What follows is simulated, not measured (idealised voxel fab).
This is a process module. Its name is voxel self aligned vias.
Displayed cross-section: cut, width of 180 nm, square cells sized 5 nm.
Cross-section, as written here: a square-cell grid given band by band from the top down, where a band holds one or more rows of cells.
For a band, the entry starts with two heights in nm, that of the top and then that of the bottom, and carries on with the band's materials in order from left to right, each alongside its width in nm; the word "throughout" beside a single material means it fills the band edge to edge, and "blank" means empty space.
The level at which height equals 0 is the one under which the wafer, as it arrives, is entirely one material. No lower edge exists for the bottom band, which continues downward and is notated as in "z 0 and below".
Width spec "30 to 40" -> top row of cells at first value, bottom row at second value, equal per-row change in between.
What does "left unchanged" mean for a step? It means no cell of the cross-section changed in that step.
The list in "Sealed internal cavities" covers empty spaces of 8 cells or more that cannot reach the top through any open way, and it gives each as width x height at distance; the distance is from the left edge, and width, height and distance are in nm.
The remark found on a step's line after its settings is issued by the simulator itself and pertains to that step.
overlay nm: how far to the right of its planned place the mask lay on this masked step (negative: to the left).
Planned step list for the process:
step 1: RECEIVE: material Si
step 2: CONFORMAL_DEP: material SiO2, thk nm 10
step 3: CONFORMAL_DEP: material SiCN, thk nm 5
step 4: DIRECTIONAL_DEP: material lowk, thk nm 25
step 5: MASKED_ETCH: tone open, mask id LINES, width nm 30, pitch nm 75, etch materials lowk, depth nm 25, overlay nm 0
step 6: CONFORMAL_DEP: material TiN, thk nm 5
step 7: FILL_DEP: material Ru, thk nm 5
step 8: CMP: height nm 40
step 9: SELECTIVE_ETCH: etch materials W Ru TiN, depth nm 5
step 10: FILL_DEP: material SiN, thk nm 5
step 11: CMP: height nm 40
step 12: DIRECTIONAL_DEP: material lowk, thk nm 20
step 13: DIRECTIONAL_DEP: material aC, thk nm 15
step 14: PATTERN: tone open, mask id VIAS, material resist, width nm 50, pitch nm 75, thk nm 30, overlay nm 0
step 15: DIRECTIONAL_ETCH: etch materials aC, depth nm 15
step 16: STRIP: etch materials resist
step 17: DIRECTIONAL_ETCH: etch materials lowk, depth nm 20
step 18: DIRECTIONAL_ETCH: etch materials SiN, depth nm 5
step 19: STRIP: etch materials aC
step 20: CONFORMAL_DEP: material TiN, thk nm 5
step 21: FILL_DEP: material Ru, thk nm 5
step 22: CMP: height nm 60
step 23: CONFORMAL_DEP: material SiN, thk nm 5
Delivered wafer in cross-section: state after step 1:
    z 0 and below | Si throughout
    Sealed internal cavities: none
Cross-sectional image of the first of two wafers at the end of the module, the run having proceeded as planned:
    z 65 to 60 | SiN throughout
    z 60 to 45 | 25 lowk, 5 TiN, 40 Ru, 5 TiN, 25 lowk, 5 TiN, 40 Ru, 5 TiN, 30 lowk
    z 45 to 40 | 25 lowk, 15 TiN, 20 Ru, 15 TiN, 25 lowk, 15 TiN, 20 Ru, 15 TiN, 30 lowk
    z 40 to 35 | 35 lowk, 30 TiN, 45 lowk, 30 TiN, 40 lowk
    z 35 to 20 | 35 lowk, 5 TiN, 20 Ru, 5 TiN, 45 lowk, 5 TiN, 20 Ru, 5 TiN, 40 lowk
    z 20 to 15 | 35 lowk, 30 TiN, 45 lowk, 30 TiN, 40 lowk
    z 15 to 10 | SiCN throughout
    z 10 to 0 | SiO2 throughout
    z 0 and below | Si throughout
    Sealed internal cavities: none
Here is the second of the two wafers cut open at the end of the module - same start, same plan as the first one, but we made one mistake running it:
    z 65 to 60 | SiN throughout
    z 60 to 40 | 25 lowk, 5 TiN, 40 Ru, 5 TiN, 25 lowk, 5 TiN, 40 Ru, 5 TiN, 30 lowk
    z 40 to 35 | 25 lowk, 50 TiN, 25 lowk, 50 TiN, 30 lowk
    z 35 to 20 | 25 lowk, 15 TiN, 20 Ru, 15 TiN, 25 lowk, 15 TiN, 20 Ru, 15 TiN, 30 lowk
    z 20 to 15 | 35 lowk, 30 TiN, 45 lowk, 30 TiN, 40 lowk
    z 15 to 10 | SiCN throughout
    z 10 to 0 | SiO2 throughout
    z 0 and below | Si throughout
    Sealed internal cavities: none
The mistake made against the process plan was this: heads up, step 17 of the plan got done twice
Final wafer comparison in cells, second versus first, more or fewer per material: Ru +8 | TiN +24 | lowk -32
